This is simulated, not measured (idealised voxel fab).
Process module in this document: voxel transistor to metal
We display cut, a cross-section 150 nm in width whose square cells are each 5 nm.
A cross-section is a grid of square cells, given in bands from the top down. A band is one or more rows of cells. Band: top and bottom heights (nm) first, top before bottom; then materials from left to right, widths in nm. "edge to edge" marks a sole material filling the band edge to edge. "blank" denotes empty space. Height is counted from the level 0, under which the received wafer is composed throughout of one material. The lowest of the bands is not closed at the bottom but continues downward, in the notation "from 0 down". You'd read "30..40" like this: the band's top row of cells is as wide as the first number, its bottom row is as wide as the second, and going down, every row changes width by the same amount as the row before did. "no change" -> step changed no cross-section cell. In the "Fully enclosed voids" entry, you get each enclosed empty space of 8 cells or more, one with no open way to the top, written width x height at distance, distance from the left edge, in nm. after a step's settings: what the simulator itself notes on the step. overlay nm: step with mask; distance mask lay right of planned place; negative value = left of planned place. The remainder of this document consists of a sequence of paired cross-sections. Each pair presents the cross-section prior to one process step together with the cross-section following it, the latter being rendered only as deep as the lowest band that underwent change. The intervening step, together with its settings, is stated beneath each pair. Because the pairs may originate from different runs of this module on the same starting wafer, a given pair is to be read as continuing from the preceding pair only where its entry headed "Structure before processing" so indicates.
STRUCTURE BEFORE PROCESSING
  from 40 to 25: resist=20, then blank=20, then resist=70, then blank=20, then resist=20
  from 25 to 10: SiO2 edge to edge
  from 10 to -5: SiO2=45, then SiN=10, then TiN=5, then W=30, then TiN=5, then SiN=10, then SiO2=45
  from -5 to -10: SiO2=40, then nSi=5, then SiO2=10, then TiN=40, then SiO2=10, then nSi=5, then SiO2=40
  from -10 to -15: SiO2=15, then nSi=30, then Si=60, then nSi=30, then SiO2=15
  from -15 to -40: SiO2=15, then Si=120, then SiO2=15
  from -40 down: Si edge to edge
  Fully enclosed voids: none
RESULTING STRUCTURE
  from 40 to 25: resist=20, then blank=20, then resist=70, then blank=20, then resist=20
  from 25 to 10: SiO2=20, then blank=20, then SiO2=70, then blank=20, then SiO2=20
  from 10 to -5: SiO2=20, then blank=20, then SiO2=5, then SiN=10, then TiN=5, then W=30, then TiN=5, then SiN=10, then SiO2=5, then blank=20, then SiO2=20
  from -5 to -10: SiO2=20, then blank=20, then nSi=5, then SiO2=10, then TiN=40, then SiO2=10, then nSi=5, then blank=20, then SiO2=20
  Lower than -10, everything is as it was.
  Fully enclosed voids: none
Quick note on the step between the two cross-sections above: DIRECTIONAL_ETCH with etch materials SiO2, depth nm 35
Structure before processing: after-state, pair directly above.
RESULTING STRUCTURE
  from 25 to 10: SiO2=20, then blank=20, then SiO2=70, then blank=20, then SiO2=20
  Lower than 10, everything is as it was.
  Fully enclosed voids: none
Quick note on the step between the two cross-sections above: STRIP with etch materials resist
Structure before processing: after-state, pair directly above.
RESULTING STRUCTURE
  from 30 to 25: TiN=25, then blank=10, then TiN=80, then blank=10, then TiN=25
  from 25 to 10: SiO2=20, then TiN=5, then blank=10, then TiN=5, then SiO2=70, then TiN=5, then blank=10, then TiN=5, then SiO2=20
  from 10 to -5: SiO2=20, then TiN=5, then blank=10, then TiN=5, then SiO2=5, then SiN=10, then TiN=5, then W=30, then TiN=5, then SiN=10, then SiO2=5, then TiN=5, then blank=10, then TiN=5, then SiO2=20
  from -5 to -10: SiO2=20, then TiN=20, then nSi=5, then SiO2=10, then TiN=40, then SiO2=10, then nSi=5, then TiN=20, then SiO2=20
  Lower than -10, everything is as it was.
  Fully enclosed voids: none
Quick note on the step between the two cross-sections above: CONFORMAL_DEP with material TiN, thk nm 5
Structure before processing: after-state, pair directly above.
RESULTING STRUCTURE
  from 40 to 30: W edge to edge
  from 30 to 25: TiN=25, then W=10, then TiN=80, then W=10, then TiN=25
  from 25 to 10: SiO2=20, then TiN=5, then W=10, then TiN=5, then SiO2=70, then TiN=5, then W=10, then TiN=5, then SiO2=20
  from 10 to -5: SiO2=20, then TiN=5, then W=10, then TiN=5, then SiO2=5, then SiN=10, then TiN=5, then W=30, then TiN=5, then SiN=10, then SiO2=5, then TiN=5, then W=10, then TiN=5, then SiO2=20
  Lower than -5, everything is as it was.
  Fully enclosed voids: none
Quick note on the step between the two cross-sections above: FILL_DEP with material W, thk nm 10
Structure before processing: after-state, pair directly above.
RESULTING STRUCTURE
  from 25 to 10: SiO2=20, then TiN=5, then W=10, then TiN=5, then SiO2=70, then TiN=5, then W=10, then TiN=5, then SiO2=20
  Lower than 10, everything is as it was.
  Fully enclosed voids: none
Quick note on the step between the two cross-sections above: CMP with height nm 25
Structure before processing: after-state, pair directly above.
RESULTING STRUCTURE
  from 30 to 25: SiCN edge to edge
  Lower than 25, everything is as it was.
  Fully enclosed voids: none
Quick note on the step between the two cross-sections above: CONFORMAL_DEP with material SiCN, thk nm 5
Structure before processing: after-state, pair directly above.
RESULTING STRUCTURE
  from 55 to 30: lowk edge to edge
  Lower than 30, everything is as it was.
  Fully enclosed voids: none
Quick note on the step between the two cross-sections above: DIRECTIONAL_DEP with material lowk, thk nm 25
Structure before processing: after-state, pair directly above.
RESULTING STRUCTURE
  from 55 to 30: lowk=20, then blank=20, then lowk=70, then blank=20, then lowk=20
  Lower than 30, everything is as it was.
  Fully enclosed voids: none
Quick note on the step between the two cross-sections above: MASKED_ETCH with tone open, mask id METAL_1, width nm 20, pitch nm 90, etch materials lowk, depth nm 25, overlay nm 0
Structure before processing: after-state, pair directly above.
RESULTING STRUCTURE
  from 55 to 30: lowk=20, then blank=20, then lowk=70, then blank=20, then lowk=20
  from 30 to 25: SiCN=20, then blank=20, then SiCN=70, then blank=20, then SiCN=20
  Lower than 25, everything is as it was.
  Fully enclosed voids: none
Quick note on the step between the two cross-sections above: MASKED_ETCH with tone open, mask id METAL_1, width nm 20, pitch nm 90, etch materials SiCN, depth nm 5, overlay nm 0
Structure before processing: after-state, pair directly above.
RESULTING STRUCTURE
  from 60 to 55: TiN=25, then blank=10, then TiN=80, then blank=10, then TiN=25
  from 55 to 30: lowk=20, then TiN=5, then blank=10, then TiN=5, then lowk=70, then TiN=5, then blank=10, then TiN=5, then lowk=20
  from 30 to 25: SiCN=20, then TiN=20, then SiCN=70, then TiN=20, then SiCN=20
  Lower than 25, everything is as it was.
  Fully enclosed voids: none
Quick note on the step between the two cross-sections above: CONFORMAL_DEP with material TiN, thk nm 5
Structure before processing: after-state, pair directly above.
RESULTING STRUCTURE
  from 70 to 60: Cu edge to edge
  from 60 to 55: TiN=25, then Cu=10, then TiN=80, then Cu=10, then TiN=25
  from 55 to 30: lowk=20, then TiN=5, then Cu=10, then TiN=5, then lowk=70, then TiN=5, then Cu=10, then TiN=5, then lowk=20
  Lower than 30, everything is as it was.
  Fully enclosed voids: none
Quick note on the step between the two cross-sections above: FILL_DEP with material Cu, thk nm 10
Structure before processing: after-state, pair directly above.
RESULTING STRUCTURE
  from 55 to 30: lowk=20, then TiN=5, then Cu=10, then TiN=5, then lowk=70, then TiN=5, then Cu=10, then TiN=5, then lowk=20
  Lower than 30, everything is as it was.
  Fully enclosed voids: none
Quick note on the step between the two cross-sections above: CMP with height nm 55
Structure before processing: after-state, pair directly above.
RESULTING STRUCTURE
  from 60 to 55: SiCN edge to edge
  Lower than 55, everything is as it was.
  Fully enclosed voids: none
Quick note on the step between the two cross-sections above: CONFORMAL_DEP with material SiCN, thk nm 5
Structure before processing: after-state, pair directly above.
RESULTING STRUCTURE
  from 85 to 60: lowk edge to edge
  Lower than 60, everything is as it was.
  Fully enclosed voids: none
Quick note on the step between the two cross-sections above: DIRECTIONAL_DEP with material lowk, thk nm 25
Structure before processing: after-state, pair directly above.
RESULTING STRUCTURE
  from 95 to 85: aC edge to edge
  Lower than 85, everything is as it was.
  Fully enclosed voids: none
Quick note on the step between the two cross-sections above: DIRECTIONAL_DEP with material aC, thk nm 10
Structure before processing: after-state, pair directly above.
RESULTING STRUCTURE
  from 125 to 95: resist=20, then blank=20, then resist=70, then blank=20, then resist=20
  Lower than 95, everything is as it was.
  Fully enclosed voids: none
Quick note on the step between the two cross-sections above: PATTERN with tone open, mask id METAL_2, material resist, width nm 20, pitch nm 90, thk nm 30, overlay nm 0
Structure before processing: after-state, pair directly above.
RESULTING STRUCTURE
  from 115 to 95: resist=20, then blank=20, then resist=70, then blank=20, then resist=20
  from 95 to 85: aC=20, then blank=20, then aC=70, then blank=20, then aC=20
  Lower than 85, everything is as it was.
  Fully enclosed voids: none
Quick note on the step between the two cross-sections above: DIRECTIONAL_ETCH with etch materials aC, depth nm 10
Structure before processing: after-state, pair directly above.
RESULTING STRUCTURE
  from 95 to 85: aC=20, then blank=20, then aC=70, then blank=20, then aC=20
  Lower than 85, everything is as it was.
  Fully enclosed voids: none
Quick note on the step between the two cross-sections above: STRIP with etch materials resist
Structure before processing: after-state, pair directly above.
RESULTING STRUCTURE
  from 95 to 85: aC=20, then blank=20, then aC=70, then blank=20, then aC=20
  from 85 to 70: lowk=20, then blank=20, then lowk=70, then blank=20, then lowk=20
  Lower than 70, everything is as it was.
  Fully enclosed voids: none
Quick note on the step between the two cross-sections above: DIRECTIONAL_ETCH with etch materials lowk, depth nm 15
Structure before processing: after-state, pair directly above.
RESULTING STRUCTURE
  from 85 to 70: lowk=20, then blank=20, then lowk=70, then blank=20, then lowk=20
  Lower than 70, everything is as it was.
  Fully enclosed voids: none
Quick note on the step between the two cross-sections above: STRIP with etch materials aC
Structure before processing: after-state, pair directly above.
RESULTING STRUCTURE
  from 100 to 85: aC=20, then blank=20, then aC=70, then blank=20, then aC=20
  from 85 to 70: lowk=20, then aC=20, then lowk=70, then aC=20, then lowk=20
  Lower than 70, everything is as it was.
  Fully enclosed voids: none
Quick note on the step between the two cross-sections above: DIRECTIONAL_DEP with material aC, thk nm 15
Structure before processing: after-state, pair directly above.
RESULTING STRUCTURE
  from 130 to 100: resist=20, then blank=15, then resist=75, then blank=15, then resist=25
  from 100 to 85: aC=20, then blank=15, then resist=5, then aC=70, then blank=15, then resist=5, then aC=20
  Lower than 85, everything is as it was.
  Fully enclosed voids: none
Quick note on the step between the two cross-sections above: PATTERN with tone open, mask id METAL_2_HOLES, material resist, width nm 15, pitch nm 90, thk nm 30, overlay nm 0
Structure before processing: after-state, pair directly above.
RESULTING STRUCTURE
  from 115 to 100: resist=20, then blank=15, then resist=75, then blank=15, then resist=25
  from 100 to 85: aC=20, then blank=15, then resist=5, then aC=70, then blank=15, then resist=5, then aC=20
  from 85 to 70: lowk=20, then blank=15, then aC=5, then lowk=70, then blank=15, then aC=5, then lowk=20
  Lower than 70, everything is as it was.
  Fully enclosed voids: none
Quick note on the step between the two cross-sections above: DIRECTIONAL_ETCH with etch materials aC, depth nm 15
Structure before processing: after-state, pair directly above.
RESULTING STRUCTURE
  from 100 to 85: aC=20, then blank=20, then aC=70, then blank=20, then aC=20
  Lower than 85, everything is as it was.
  Fully enclosed voids: none
Quick note on the step between the two cross-sections above: STRIP with etch materials resist
Structure before processing: after-state, pair directly above.
RESULTING STRUCTURE
  from 100 to 85: aC=20, then blank=20, then aC=70, then blank=20, then aC=20
  from 85 to 70: lowk=20, then blank=15, then aC=5, then lowk=70, then blank=15, then aC=5, then lowk=20
  from 70 to 60: lowk=20, then blank=15, then lowk=75, then blank=15, then lowk=25
  Lower than 60, everything is as it was.
  Fully enclosed voids: none
Quick note on the step between the two cross-sections above: DIRECTIONAL_ETCH with etch materials lowk, depth nm 10
Structure before processing: after-state, pair directly above.
RESULTING STRUCTURE
  from 100 to 85: aC=20, then blank=20, then aC=70, then blank=20, then aC=20
  from 85 to 70: lowk=20, then blank=15, then aC=5, then lowk=70, then blank=15, then aC=5, then lowk=20
  from 70 to 60: lowk=20, then blank=15, then lowk=75, then blank=15, then lowk=25
  from 60 to 55: SiCN=20, then blank=15, then SiCN=75, then blank=15, then SiCN=25
  Lower than 55, everything is as it was.
  Fully enclosed voids: none
Quick note on the step between the two cross-sections above: DIRECTIONAL_ETCH with etch materials SiCN, depth nm 5
Structure before processing: after-state, pair directly above.
RESULTING STRUCTURE
  from 85 to 70: lowk=20, then blank=20, then lowk=70, then blank=20, then lowk=20
  Lower than 70, everything is as it was.
  Fully enclosed voids: none
Quick note on the step between the two cross-sections above: STRIP with etch materials aC
Structure before processing: after-state, pair directly above.
RESULTING STRUCTURE
  from 90 to 85: TiN=25, then blank=10, then TiN=80, then blank=10, then TiN=25
  from 85 to 75: lowk=20, then TiN=5, then blank=10, then TiN=5, then lowk=70, then TiN=5, then blank=10, then TiN=5, then lowk=20
  from 75 to 70: lowk=20, then TiN=5, then blank=5, then TiN=10, then lowk=70, then TiN=5, then blank=5, then TiN=10, then lowk=20
  from 70 to 60: lowk=20, then TiN=5, then blank=5, then TiN=5, then lowk=75, then TiN=5, then blank=5, then TiN=5, then lowk=25
  from 60 to 55: SiCN=20, then TiN=15, then SiCN=75, then TiN=15, then SiCN=25
  Lower than 55, everything is as it was.
  Fully enclosed voids: none
Quick note on the step between the two cross-sections above: CONFORMAL_DEP with material TiN, thk nm 5
Structure before processing: after-state, pair directly above.
RESULTING STRUCTURE
  from 100 to 90: Ru edge to edge
  from 90 to 85: TiN=25, then Ru=10, then TiN=80, then Ru=10, then TiN=25
  from 85 to 75: lowk=20, then TiN=5, then Ru=10, then TiN=5, then lowk=70, then TiN=5, then Ru=10, then TiN=5, then lowk=20
  from 75 to 70: lowk=20, then TiN=5, then Ru=5, then TiN=10, then lowk=70, then TiN=5, then Ru=5, then TiN=10, then lowk=20
  from 70 to 60: lowk=20, then TiN=5, then Ru=5, then TiN=5, then lowk=75, then TiN=5, then Ru=5, then TiN=5, then lowk=25
  Lower than 60, everything is as it was.
  Fully enclosed voids: none
Quick note on the step between the two cross-sections above: FILL_DEP with material Ru, thk nm 10
Structure before processing: after-state, pair directly above.
RESULTING STRUCTURE
  from 85 to 75: lowk=20, then TiN=5, then Ru=10, then TiN=5, then lowk=70, then TiN=5, then Ru=10, then TiN=5, then lowk=20
  Lower than 75, everything is as it was.
  Fully enclosed voids: none
Quick note on the step between the two cross-sections above: CMP with height nm 85
Structure before processing: after-state, pair directly above.
RESULTING STRUCTURE
  from 90 to 85: SiN edge to edge
  Lower than 85, everything is as it was.
  Fully enclosed voids: none
Quick note on the step between the two cross-sections above: CONFORMAL_DEP with material SiN, thk nm 5
STRUCTURE BEFORE PROCESSING
  from 25 to 10: blank=15, then resist=120, then blank=15
  from 10 to 0: blank=15, then SiN=120, then blank=15
  from 0 to -5: blank=15, then SiO2=120, then blank=15
  from -5 to -40: blank=15, then Si=120, then blank=15
  from -40 down: Si edge to edge
  Fully enclosed voids: none
RESULTING STRUCTURE
  from 25 to 10: blank=15, then resist=120, then blank=15
  from 10 to 0: blank=15, then SiN=120, then blank=15
  from 0 to -5: blank=15, then SiO2=120, then blank=15
  from -5 to -75: blank=15, then Si=120, then blank=15
  Lower than -75, everything is as it was.
  Fully enclosed voids: none
Quick note on the step between the two cross-sections above: DIRECTIONAL_ETCH with etch materials Si, depth nm 35
Structure before processing: after-state, pair directly above.
RESULTING STRUCTURE
  from 10 to 0: blank=15, then SiN=120, then blank=15
  Lower than 0, everything is as it was.
  Fully enclosed voids: none
Quick note on the step between the two cross-sections above: STRIP with etch materials resist
Structure before processing: after-state, pair directly above.
RESULTING STRUCTURE
  from 20 to 10: SiO2 edge to edge
  from 10 to 0: SiO2=15, then SiN=120, then SiO2=15
  from 0 to -5: SiO2 edge to edge
  from -5 to -75: SiO2=15, then Si=120, then SiO2=15
  Lower than -75, everything is as it was.
  Fully enclosed voids: none
Quick note on the step between the two cross-sections above: FILL_DEP with material SiO2, thk nm 10
Structure before processing: after-state, pair directly above.
RESULTING STRUCTURE
  from 10 to 0: SiO2=15, then SiN=120, then SiO2=15
  Lower than 0, everything is as it was.
  Fully enclosed voids: none
Quick note on the step between the two cross-sections above: CMP with height nm 10
Structure before processing: after-state, pair directly above.
RESULTING STRUCTURE
  from 10 to 0: blank=15, then SiN=120, then blank=15
  Lower than 0, everything is as it was.
  Fully enclosed voids: none
Quick note on the step between the two cross-sections above: SELECTIVE_ETCH with etch materials SiO2, depth nm 10
Structure before processing: after-state, pair directly above.
RESULTING STRUCTURE
  from 0 to -5: SiO2 edge to edge
  Lower than -5, everything is as it was.
  Fully enclosed voids: none
Quick note on the step between the two cross-sections above: STRIP with etch materials SiN
Structure before processing: after-state, pair directly above.
RESULTING STRUCTURE
  from -5 to -75: SiO2=15, then Si=120, then SiO2=15
  Lower than -75, everything is as it was.
  Fully enclosed voids: none
Quick note on the step between the two cross-sections above: SELECTIVE_ETCH with etch materials SiO2, depth nm 5
Structure before processing: after-state, pair directly above.
RESULTING STRUCTURE
  from -5 to -10: SiO2 edge to edge
  Lower than -10, everything is as it was.
  Fully enclosed voids: none
Quick note on the step between the two cross-sections above: OXIDIZE with depth nm 5
Structure before processing: after-state, pair directly above.
RESULTING STRUCTURE
  from 15 to -5: polySi edge to edge
  Lower than -5, everything is as it was.
  Fully enclosed voids: none
Quick note on the step between the two cross-sections above: DIRECTIONAL_DEP with material polySi, thk nm 20
Structure before processing: after-state, pair directly above.
RESULTING STRUCTURE
  from 30 to 15: SiCN edge to edge
  Lower than 15, everything is as it was.
  Fully enclosed voids: none
Quick note on the step between the two cross-sections above: DIRECTIONAL_DEP with material SiCN, thk nm 15
Structure before processing: after-state, pair directly above.
RESULTING STRUCTURE
  from 30 to 15: blank=60, then SiCN=30, then blank=60
  Lower than 15, everything is as it was.
  Fully enclosed voids: none
Quick note on the step between the two cross-sections above: MASKED_ETCH with tone cover, mask id GATE, width nm 30, etch materials SiCN, depth nm 25, overlay nm 0
Structure before processing: after-state, pair directly above.
RESULTING STRUCTURE
  from 30 to 15: blank=60, then SiCN=30, then blank=60
  from 15 to -5: blank=60, then polySi=30, then blank=60
  Lower than -5, everything is as it was.
  Fully enclosed voids: none
Quick note on the step between the two cross-sections above: MASKED_ETCH with tone cover, mask id GATE, width nm 30, etch materials polySi, depth nm 30, overlay nm 0
Structure before processing: after-state, pair directly above.
RESULTING STRUCTURE
  from 35 to 30: blank=55, then SiO2=40, then blank=55
  from 30 to 15: blank=55, then SiO2=5, then SiCN=30, then SiO2=5, then blank=55
  from 15 to 0: blank=55, then SiO2=5, then polySi=30, then SiO2=5, then blank=55
  from 0 to -5: SiO2=60, then polySi=30, then SiO2=60
  Lower than -5, everything is as it was.
  Fully enclosed voids: none
Quick note on the step between the two cross-sections above: CONFORMAL_DEP with material SiO2, thk nm 5
Structure before processing: after-state, pair directly above.
RESULTING STRUCTURE
  from 30 to 15: blank=55, then SiO2=5, then SiCN=30, then SiO2=5, then blank=55
  from 15 to -5: blank=55, then SiO2=5, then polySi=30, then SiO2=5, then blank=55
  Lower than -5, everything is as it was.
  Fully enclosed voids: none
Quick note on the step between the two cross-sections above: DIRECTIONAL_ETCH with etch materials SiO2, depth nm 5
Structure before processing: after-state, pair directly above.
RESULTING STRUCTURE
  from 40 to 30: blank=45, then SiN=60, then blank=45
  from 30 to 15: blank=45, then SiN=10, then SiO2=5, then SiCN=30, then SiO2=5, then SiN=10, then blank=45
  from 15 to 5: blank=45, then SiN=10, then SiO2=5, then polySi=30, then SiO2=5, then SiN=10, then blank=45
  from 5 to -5: SiN=55, then SiO2=5, then polySi=30, then SiO2=5, then SiN=55
  Lower than -5, everything is as it was.
  Fully enclosed voids: none
Quick note on the step between the two cross-sections above: CONFORMAL_DEP with material SiN, thk nm 10
Structure before processing: after-state, pair directly above.
RESULTING STRUCTURE
  from 30 to 15: blank=45, then SiN=10, then SiO2=5, then SiCN=30, then SiO2=5, then SiN=10, then blank=45
  from 15 to -5: blank=45, then SiN=10, then SiO2=5, then polySi=30, then SiO2=5, then SiN=10, then blank=45
  Lower than -5, everything is as it was.
  Fully enclosed voids: none
Quick note on the step between the two cross-sections above: DIRECTIONAL_ETCH with etch materials SiN, depth nm 10
Structure before processing: after-state, pair directly above.
RESULTING STRUCTURE
  from 30 to 25: blank=45, then SiN=10, then blank=5, then SiCN=30, then blank=5, then SiN=10, then blank=45
  from 25 to 15: blank=45, then SiN=10, then SiO2=5, then SiCN=30, then SiO2=5, then SiN=10, then blank=45
  from 15 to -5: blank=45, then SiN=10, then SiO2=5, then polySi=30, then SiO2=5, then SiN=10, then blank=45
  from -5 to -10: blank=45, then SiO2=60, then blank=45
  Lower than -10, everything is as it was.
  Fully enclosed voids: none
Quick note on the step between the two cross-sections above: DIRECTIONAL_ETCH with etch materials SiO2, depth nm 5
Structure before processing: after-state, pair directly above.
RESULTING STRUCTURE
  from 30 to 25: blank=45, then SiN=10, then blank=5, then SiCN=30, then blank=5, then SiN=10, then blank=45
  from 25 to 15: blank=45, then SiN=10, then SiO2=5, then SiCN=30, then SiO2=5, then SiN=10, then blank=45
  from 15 to -5: blank=45, then SiN=10, then SiO2=5, then polySi=30, then SiO2=5, then SiN=10, then blank=45
  from -5 to -10: blank=45, then SiO2=60, then blank=45
  from -10 to -15: SiO2=15, then blank=30, then Si=60, then blank=30, then SiO2=15
  Lower than -15, everything is as it was.
  Fully enclosed voids: none
Quick note on the step between the two cross-sections above: DIRECTIONAL_ETCH with etch materials Si, depth nm 5
Structure before processing: after-state, pair directly above.
RESULTING STRUCTURE
  from 30 to 25: blank=45, then SiN=10, then blank=5, then SiCN=30, then blank=5, then SiN=10, then blank=45
  from 25 to 15: blank=45, then SiN=10, then SiO2=5, then SiCN=30, then SiO2=5, then SiN=10, then blank=45
  from 15 to -5: blank=45, then SiN=10, then SiO2=5, then polySi=30, then SiO2=5, then SiN=10, then blank=45
  from -5 to -10: blank=40, then nSi=5, then SiO2=60, then nSi=5, then blank=40
  from -10 to -15: SiO2=15, then nSi=30, then Si=60, then nSi=30, then SiO2=15
  Lower than -15, everything is as it was.
  Fully enclosed voids: none
Quick note on the step between the two cross-sections above: EPI with material nSi, thk nm 5
Structure before processing: after-state, pair directly above.
RESULTING STRUCTURE
  from 35 to 30: SiO2 edge to edge
  from 30 to 15: SiO2=45, then SiN=10, then SiO2=5, then SiCN=30, then SiO2=5, then SiN=10, then SiO2=45
  from 15 to -5: SiO2=45, then SiN=10, then SiO2=5, then polySi=30, then SiO2=5, then SiN=10, then SiO2=45
  from -5 to -10: SiO2=40, then nSi=5, then SiO2=60, then nSi=5, then SiO2=40
  Lower than -10, everything is as it was.
  Fully enclosed voids: none
Quick note on the step between the two cross-sections above: FILL_DEP with material SiO2, thk nm 5
Structure before processing: after-state, pair directly above.
RESULTING STRUCTURE
  from 15 to -5: SiO2=45, then SiN=10, then SiO2=5, then polySi=30, then SiO2=5, then SiN=10, then SiO2=45
  Lower than -5, everything is as it was.
  Fully enclosed voids: none
Quick note on the step between the two cross-sections above: CMP with height nm 15
Structure before processing: after-state, pair directly above.
RESULTING STRUCTURE
  from 15 to -5: SiO2=45, then SiN=10, then SiO2=5, then blank=30, then SiO2=5, then SiN=10, then SiO2=45
  Lower than -5, everything is as it was.
  Fully enclosed voids: none
Quick note on the step between the two cross-sections above: STRIP with etch materials polySi
Structure before processing: after-state, pair directly above.
RESULTING STRUCTURE
  from 15 to 10: blank=45, then SiN=10, then blank=40, then SiN=10, then blank=45
  from 10 to -5: SiO2=45, then SiN=10, then blank=40, then SiN=10, then SiO2=45
  from -5 to -10: SiO2=40, then nSi=5, then SiO2=10, then blank=40, then SiO2=10, then nSi=5, then SiO2=40
  Lower than -10, everything is as it was.
  Fully enclosed voids: none
Quick note on the step between the two cross-sections above: SELECTIVE_ETCH with etch materials SiO2, depth nm 5
Structure before processing: after-state, pair directly above.
RESULTING STRUCTURE
  from 20 to 15: blank=40, then HfO2=20, then blank=30, then HfO2=20, then blank=40
  from 15 to 10: HfO2=45, then SiN=10, then HfO2=5, then blank=30, then HfO2=5, then SiN=10, then HfO2=45
  from 10 to -5: SiO2=45, then SiN=10, then HfO2=5, then blank=30, then HfO2=5, then SiN=10, then SiO2=45
  from -5 to -10: SiO2=40, then nSi=5, then SiO2=10, then HfO2=40, then SiO2=10, then nSi=5, then SiO2=40
  Lower than -10, everything is as it was.
  Fully enclosed voids: none
Quick note on the step between the two cross-sections above: CONFORMAL_DEP with material HfO2, thk nm 5
Structure before processing: after-state, pair directly above.
RESULTING STRUCTURE
  from 25 to 20: blank=35, then TiN=30, then blank=20, then TiN=30, then blank=35
  from 20 to 15: TiN=40, then HfO2=20, then TiN=5, then blank=20, then TiN=5, then HfO2=20, then TiN=40
  from 15 to 10: HfO2=45, then SiN=10, then HfO2=5, then TiN=5, then blank=20, then TiN=5, then HfO2=5, then SiN=10, then HfO2=45
  from 10 to 0: SiO2=45, then SiN=10, then HfO2=5, then TiN=5, then blank=20, then TiN=5, then HfO2=5, then SiN=10, then SiO2=45
  from 0 to -5: SiO2=45, then SiN=10, then HfO2=5, then TiN=30, then HfO2=5, then SiN=10, then SiO2=45
  Lower than -5, everything is as it was.
  Fully enclosed voids: none
Quick note on the step between the two cross-sections above: CONFORMAL_DEP with material TiN, thk nm 5
Structure before processing: after-state, pair directly above.
RESULTING STRUCTURE
  from 30 to 25: W edge to edge
  from 25 to 20: W=35, then TiN=30, then W=20, then TiN=30, then W=35
  from 20 to 15: TiN=40, then HfO2=20, then TiN=5, then W=20, then TiN=5, then HfO2=20, then TiN=40
  from 15 to 10: HfO2=45, then SiN=10, then HfO2=5, then TiN=5, then W=20, then TiN=5, then HfO2=5, then SiN=10, then HfO2=45
  from 10 to 0: SiO2=45, then SiN=10, then HfO2=5, then TiN=5, then W=20, then TiN=5, then HfO2=5, then SiN=10, then SiO2=45
  Lower than 0, everything is as it was.
  Fully enclosed voids: none
Quick note on the step between the two cross-sections above: FILL_DEP with material W, thk nm 5
Structure before processing: after-state, pair directly above.
RESULTING STRUCTURE
  from 10 to 0: SiO2=45, then SiN=10, then HfO2=5, then TiN=5, then W=20, then TiN=5, then HfO2=5, then SiN=10, then SiO2=45
  Lower than 0, everything is as it was.
  Fully enclosed voids: none
Quick note on the step between the two cross-sections above: CMP with height nm 10
Structure before processing: after-state, pair directly above.
RESULTING STRUCTURE
  from 25 to 10: SiO2 edge to edge
  Lower than 10, everything is as it was.
  Fully enclosed voids: none
Quick note on the step between the two cross-sections above: DIRECTIONAL_DEP with material SiO2, thk nm 15
Structure before processing: after-state, pair directly above.
RESULTING STRUCTURE
  from 40 to 25: resist=20, then blank=20, then resist=70, then blank=20, then resist=20
  Lower than 25, everything is as it was.
  Fully enclosed voids: none
Quick note on the step between the two cross-sections above: PATTERN with tone open, mask id CONTACT, material resist, width nm 20, pitch nm 90, thk nm 15, overlay nm 0
Structure before processing: after-state, pair directly above.
RESULTING STRUCTURE
  from 40 to 25: resist=20, then blank=20, then resist=70, then blank=20, then resist=20
  from 25 to 10: SiO2=20, then blank=20, then SiO2=70, then blank=20, then SiO2=20
  from 10 to 0: SiO2=20, then blank=20, then SiO2=5, then SiN=10, then HfO2=5, then TiN=5, then W=20, then TiN=5, then HfO2=5, then SiN=10, then SiO2=5, then blank=20, then SiO2=20
  from 0 to -5: SiO2=20, then blank=20, then SiO2=5, then SiN=10, then HfO2=5, then TiN=30, then HfO2=5, then SiN=10, then SiO2=5, then blank=20, then SiO2=20
  from -5 to -10: SiO2=20, then blank=20, then nSi=5, then SiO2=10, then HfO2=40, then SiO2=10, then nSi=5, then blank=20, then SiO2=20
  Lower than -10, everything is as it was.
  Fully enclosed voids: none
Quick note on the step between the two cross-sections above: DIRECTIONAL_ETCH with etch materials SiO2, depth nm 35
Structure before processing: after-state, pair directly above.
RESULTING STRUCTURE
  from 25 to 10: SiO2=20, then blank=20, then SiO2=70, then blank=20, then SiO2=20
  Lower than 10, everything is as it was.
  Fully enclosed voids: none
Quick note on the step between the two cross-sections above: STRIP with etch materials resist
Structure before processing: after-state, pair directly above.
RESULTING STRUCTURE
  from 30 to 25: TiN=25, then blank=10, then TiN=80, then blank=10, then TiN=25
  from 25 to 10: SiO2=20, then TiN=5, then blank=10, then TiN=5, then SiO2=70, then TiN=5, then blank=10, then TiN=5, then SiO2=20
  from 10 to 0: SiO2=20, then TiN=5, then blank=10, then TiN=5, then SiO2=5, then SiN=10, then HfO2=5, then TiN=5, then W=20, then TiN=5, then HfO2=5, then SiN=10, then SiO2=5, then TiN=5, then blank=10, then TiN=5, then SiO2=20
  from 0 to -5: SiO2=20, then TiN=5, then blank=10, then TiN=5, then SiO2=5, then SiN=10, then HfO2=5, then TiN=30, then HfO2=5, then SiN=10, then SiO2=5, then TiN=5, then blank=10, then TiN=5, then SiO2=20
  from -5 to -10: SiO2=20, then TiN=20, then nSi=5, then SiO2=10, then HfO2=40, then SiO2=10, then nSi=5, then TiN=20, then SiO2=20
  Lower than -10, everything is as it was.
  Fully enclosed voids: none
Quick note on the step between the two cross-sections above: CONFORMAL_DEP with material TiN, thk nm 5
Structure before processing: after-state, pair directly above.
RESULTING STRUCTURE
  from 40 to 30: W edge to edge
  from 30 to 25: TiN=25, then W=10, then TiN=80, then W=10, then TiN=25
  from 25 to 10: SiO2=20, then TiN=5, then W=10, then TiN=5, then SiO2=70, then TiN=5, then W=10, then TiN=5, then SiO2=20
  from 10 to 0: SiO2=20, then TiN=5, then W=10, then TiN=5, then SiO2=5, then SiN=10, then HfO2=5, then TiN=5, then W=20, then TiN=5, then HfO2=5, then SiN=10, then SiO2=5, then TiN=5, then W=10, then TiN=5, then SiO2=20
  from 0 to -5: SiO2=20, then TiN=5, then W=10, then TiN=5, then SiO2=5, then SiN=10, then HfO2=5, then TiN=30, then HfO2=5, then SiN=10, then SiO2=5, then TiN=5, then W=10, then TiN=5, then SiO2=20
  Lower than -5, everything is as it was.
  Fully enclosed voids: none
Quick note on the step between the two cross-sections above: FILL_DEP with material W, thk nm 10
Structure before processing: after-state, pair directly above.
RESULTING STRUCTURE
  from 25 to 10: SiO2=20, then TiN=5, then W=10, then TiN=5, then SiO2=70, then TiN=5, then W=10, then TiN=5, then SiO2=20
  Lower than 10, everything is as it was.
  Fully enclosed voids: none
Quick note on the step between the two cross-sections above: CMP with height nm 25
Structure before processing: after-state, pair directly above.
RESULTING STRUCTURE
  from 30 to 25: SiCN edge to edge
  Lower than 25, everything is as it was.
  Fully enclosed voids: none
Quick note on the step between the two cross-sections above: CONFORMAL_DEP with material SiCN, thk nm 5
